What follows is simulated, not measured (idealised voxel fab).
Process module heading - voxel wiring stack
The width of the displayed cross-section, cut, is 180 nm; its cells are square, with a size of 5 nm.
Reading order for cross-sections: top band down to bottom band. Underlying form: a grid of square cells. Band size: one or more rows of cells. Top height, bottom height, nm. Materials left to right, width each, nm. Single material + "everywhere" = fills band edge to edge. "empty" = empty. Counting heights begins at 0, where everything beneath is, in the wafer as received, one material. The lowest band has no bottom; it goes on downwards, as "0 nm and below" shows. When a width is written as two numbers, as in "30 to 40", the first number is the width in the top row of cells of the band and the second is the width in its bottom row, and the width changes by the same amount from each row to the next. Basically "remained unchanged" means that step didn't change any cell in the cross-section. Empty spaces without an open route to the top, at least 8 cells in extent, make up the entry "Listed closed voids"; each is given as width x height at distance, where the distance is measured from the left edge, and all are in nm. Text after the settings on a step's line: the simulator's own remark on that step. The setting "overlay nm" may be written on the line of a step. When the step uses a mask, the value reports how far to the right of the planned place the mask lay, and a negative value reports that it lay to the left.
Steps planned for the process:
step 1: RECEIVE | material Si
step 2: CONFORMAL_DEP | material SiO2 | thk nm 15
step 3: DIRECTIONAL_DEP | material TiN | thk nm 5
step 4: DIRECTIONAL_DEP | material W | thk nm 20
step 5: PATTERN | tone cover | mask id METAL_1 | material resist | width nm 20 | pitch nm 45 | thk nm 15 | overlay nm 0
step 6: DIRECTIONAL_ETCH | etch materials W | depth nm 20
step 7: DIRECTIONAL_ETCH | etch materials TiN | depth nm 5
step 8: STRIP | etch materials resist
step 9: CONFORMAL_DEP | material SiCN | thk nm 5
step 10: FILL_DEP | material SiO2 | thk nm 5
step 11: CMP | height nm 40
step 12: CONFORMAL_DEP | material SiCN | thk nm 5
step 13: DIRECTIONAL_DEP | material lowk | thk nm 25
step 14: MASKED_ETCH | tone open | mask id METAL_2 | width nm 20 | pitch nm 45 | etch materials lowk | depth nm 15 | overlay nm 0
step 15: PATTERN | tone open | mask id METAL_2_HOLES | material resist | width nm 15 | thk nm 20 | overlay nm 0
step 16: DIRECTIONAL_ETCH | etch materials lowk | depth nm 10
step 17: DIRECTIONAL_ETCH | etch materials SiCN | depth nm 5
step 18: STRIP | etch materials resist
step 19: CONFORMAL_DEP | material TiN | thk nm 5
step 20: FILL_DEP | material Cu | thk nm 5
step 21: CMP | height nm 70
step 22: CONFORMAL_DEP | material SiN | thk nm 5
So, the first of our two wafers, run just as we planned it:
As-received wafer cross-section (after step 1):
	0 nm and below | Si everywhere
	Listed closed voids: none
Step 2 done - wafer cross-section:
	15 nm to 0 nm | SiO2 everywhere
	Lower than 0, everything is as it was.
Step 3 done - wafer cross-section:
	20 nm to 15 nm | TiN everywhere
	Lower than 15, everything is as it was.
Step 4 done - wafer cross-section:
	40 nm to 20 nm | W everywhere
	Lower than 20, everything is as it was.
Step 5 done - wafer cross-section:
	55 nm to 40 nm | empty 55, then resist 20, then empty 25, then resist 20, then empty 60
	Lower than 40, everything is as it was.
Step 6 done - wafer cross-section:
	55 nm to 40 nm | empty 55, then resist 20, then empty 25, then resist 20, then empty 60
	40 nm to 20 nm | empty 55, then W 20, then empty 25, then W 20, then empty 60
	Lower than 20, everything is as it was.
Step 7 done - wafer cross-section:
	55 nm to 40 nm | empty 55, then resist 20, then empty 25, then resist 20, then empty 60
	40 nm to 20 nm | empty 55, then W 20, then empty 25, then W 20, then empty 60
	20 nm to 15 nm | empty 55, then TiN 20, then empty 25, then TiN 20, then empty 60
	Lower than 15, everything is as it was.
Step 8 done - wafer cross-section:
	40 nm to 20 nm | empty 55, then W 20, then empty 25, then W 20, then empty 60
	Lower than 20, everything is as it was.
Step 9 done - wafer cross-section:
	45 nm to 40 nm | empty 50, then SiCN 30, then empty 15, then SiCN 30, then empty 55
	40 nm to 20 nm | empty 50, then SiCN 5, then W 20, then SiCN 5, then empty 15, then SiCN 5, then W 20, then SiCN 5, then empty 55
	20 nm to 15 nm | SiCN 55, then TiN 20, then SiCN 25, then TiN 20, then SiCN 60
	Lower than 15, everything is as it was.
Step 10 done - wafer cross-section:
	50 nm to 45 nm | SiO2 everywhere
	45 nm to 40 nm | SiO2 50, then SiCN 30, then SiO2 15, then SiCN 30, then SiO2 55
	40 nm to 20 nm | SiO2 50, then SiCN 5, then W 20, then SiCN 5, then SiO2 15, then SiCN 5, then W 20, then SiCN 5, then SiO2 55
	Lower than 20, everything is as it was.
Step 11 done - wafer cross-section:
	40 nm to 20 nm | SiO2 50, then SiCN 5, then W 20, then SiCN 5, then SiO2 15, then SiCN 5, then W 20, then SiCN 5, then SiO2 55
	Lower than 20, everything is as it was.
Step 12 done - wafer cross-section:
	45 nm to 40 nm | SiCN everywhere
	Lower than 40, everything is as it was.
Step 13 done - wafer cross-section:
	70 nm to 45 nm | lowk everywhere
	Lower than 45, everything is as it was.
Step 14 done - wafer cross-section:
	70 nm to 55 nm | lowk 55, then empty 20, then lowk 25, then empty 20, then lowk 60
	Lower than 55, everything is as it was.
Step 15 done - wafer cross-section:
	90 nm to 70 nm | resist 55, then empty 15, then resist 110
	70 nm to 55 nm | lowk 55, then empty 15, then resist 5, then lowk 25, then resist 20, then lowk 60
	Lower than 55, everything is as it was.
Step 16 done - wafer cross-section:
	90 nm to 70 nm | resist 55, then empty 15, then resist 110
	70 nm to 55 nm | lowk 55, then empty 15, then resist 5, then lowk 25, then resist 20, then lowk 60
	55 nm to 45 nm | lowk 55, then empty 15, then lowk 110
	Lower than 45, everything is as it was.
Step 17 done - wafer cross-section:
	90 nm to 70 nm | resist 55, then empty 15, then resist 110
	70 nm to 55 nm | lowk 55, then empty 15, then resist 5, then lowk 25, then resist 20, then lowk 60
	55 nm to 45 nm | lowk 55, then empty 15, then lowk 110
	45 nm to 40 nm | SiCN 55, then empty 15, then SiCN 110
	Lower than 40, everything is as it was.
Step 18 done - wafer cross-section:
	70 nm to 55 nm | lowk 55, then empty 20, then lowk 25, then empty 20, then lowk 60
	Lower than 55, everything is as it was.
Step 19 done - wafer cross-section:
	75 nm to 70 nm | TiN 60, then empty 10, then TiN 35, then empty 10, then TiN 65
	70 nm to 60 nm | lowk 55, then TiN 5, then empty 10, then TiN 5, then lowk 25, then TiN 5, then empty 10, then TiN 5, then lowk 60
	60 nm to 55 nm | lowk 55, then TiN 5, then empty 5, then TiN 10, then lowk 25, then TiN 20, then lowk 60
	55 nm to 45 nm | lowk 55, then TiN 5, then empty 5, then TiN 5, then lowk 110
	45 nm to 40 nm | SiCN 55, then TiN 15, then SiCN 110
	Lower than 40, everything is as it was.
Step 20 done - wafer cross-section:
	80 nm to 75 nm | Cu everywhere
	75 nm to 70 nm | TiN 60, then Cu 10, then TiN 35, then Cu 10, then TiN 65
	70 nm to 60 nm | lowk 55, then TiN 5, then Cu 10, then TiN 5, then lowk 25, then TiN 5, then Cu 10, then TiN 5, then lowk 60
	60 nm to 55 nm | lowk 55, then TiN 5, then Cu 5, then TiN 10, then lowk 25, then TiN 20, then lowk 60
	55 nm to 45 nm | lowk 55, then TiN 5, then Cu 5, then TiN 5, then lowk 110
	Lower than 45, everything is as it was.
Step 21 done - wafer cross-section:
	70 nm to 60 nm | lowk 55, then TiN 5, then Cu 10, then TiN 5, then lowk 25, then TiN 5, then Cu 10, then TiN 5, then lowk 60
	Lower than 60, everything is as it was.
Step 22 done - wafer cross-section:
	75 nm to 70 nm | SiN everywhere
	Lower than 70, everything is as it was.
second wafer: like start, like plan, one mistake. Through step 14 it matches the first wafer:
Look at the second wafer in cross-section at the time step 15 ought to have finished:
	90 nm to 70 nm | resist 65, then empty 15, then resist 100
	70 nm to 55 nm | lowk 55, then resist 10, then empty 10, then lowk 25, then resist 20, then lowk 60
	Lower than 55, everything is as it was.
Look at the second wafer in cross-section at the time step 16 ought to have finished:
	90 nm to 70 nm | resist 65, then empty 15, then resist 100
	70 nm to 60 nm | lowk 55, then resist 10, then empty 15, then lowk 20, then resist 20, then lowk 60
	60 nm to 55 nm | lowk 55, then resist 10, then empty 10, then lowk 25, then resist 20, then lowk 60
	55 nm to 45 nm | lowk 65, then empty 10, then lowk 105
	Lower than 45, everything is as it was.
Look at the second wafer in cross-section at the time step 17 ought to have finished:
	90 nm to 70 nm | resist 65, then empty 15, then resist 100
	70 nm to 60 nm | lowk 55, then resist 10, then empty 15, then lowk 20, then resist 20, then lowk 60
	60 nm to 55 nm | lowk 55, then resist 10, then empty 10, then lowk 25, then resist 20, then lowk 60
	55 nm to 45 nm | lowk 65, then empty 10, then lowk 105
	45 nm to 40 nm | SiCN 65, then empty 10, then SiCN 105
	Lower than 40, everything is as it was.
Look at the second wafer in cross-section at the time step 18 ought to have finished:
	70 nm to 60 nm | lowk 55, then empty 25, then lowk 20, then empty 20, then lowk 60
	60 nm to 55 nm | lowk 55, then empty 20, then lowk 25, then empty 20, then lowk 60
	Lower than 55, everything is as it was.
Look at the second wafer in cross-section at the time step 19 ought to have finished:
	75 nm to 70 nm | TiN 60, then empty 15, then TiN 30, then empty 10, then TiN 65
	70 nm to 60 nm | lowk 55, then TiN 5, then empty 15 to 10, then TiN 5 to 10, then lowk 20, then TiN 5, then empty 10, then TiN 5, then lowk 60
	60 nm to 55 nm | lowk 55, then TiN 20, then lowk 25, then TiN 20, then lowk 60
	55 nm to 45 nm | lowk 65, then TiN 10, then lowk 105
	45 nm to 40 nm | SiCN 65, then TiN 10, then SiCN 105
	Lower than 40, everything is as it was.
Look at the second wafer in cross-section at the time step 20 ought to have finished:
	80 nm to 75 nm | Cu everywhere
	75 nm to 70 nm | TiN 60, then Cu 15, then TiN 30, then Cu 10, then TiN 65
	70 nm to 60 nm | lowk 55, then TiN 5, then Cu 15 to 10, then TiN 5 to 10, then lowk 20, then TiN 5, then Cu 10, then TiN 5, then lowk 60
	Lower than 60, everything is as it was.
Look at the second wafer in cross-section at the time step 21 ought to have finished:
	70 nm to 60 nm | lowk 55, then TiN 5, then Cu 15 to 10, then TiN 5 to 10, then lowk 20, then TiN 5, then Cu 10, then TiN 5, then lowk 60
	Lower than 60, everything is as it was.
Look at the second wafer in cross-section at the time step 22 ought to have finished:
	75 nm to 70 nm | SiN everywhere
	Lower than 70, everything is as it was.
Heads up, the wafer didn't run the way we planned it: step 15 was not run as planned; what actually ran was PATTERN | tone open | mask id METAL_2_HOLES | material resist | width nm 15 | thk nm 20 | overlay nm 10
End of process, cell counts, second wafer against first, materials with more or fewer: -2 Cu, +1 SiCN, +1 TiN
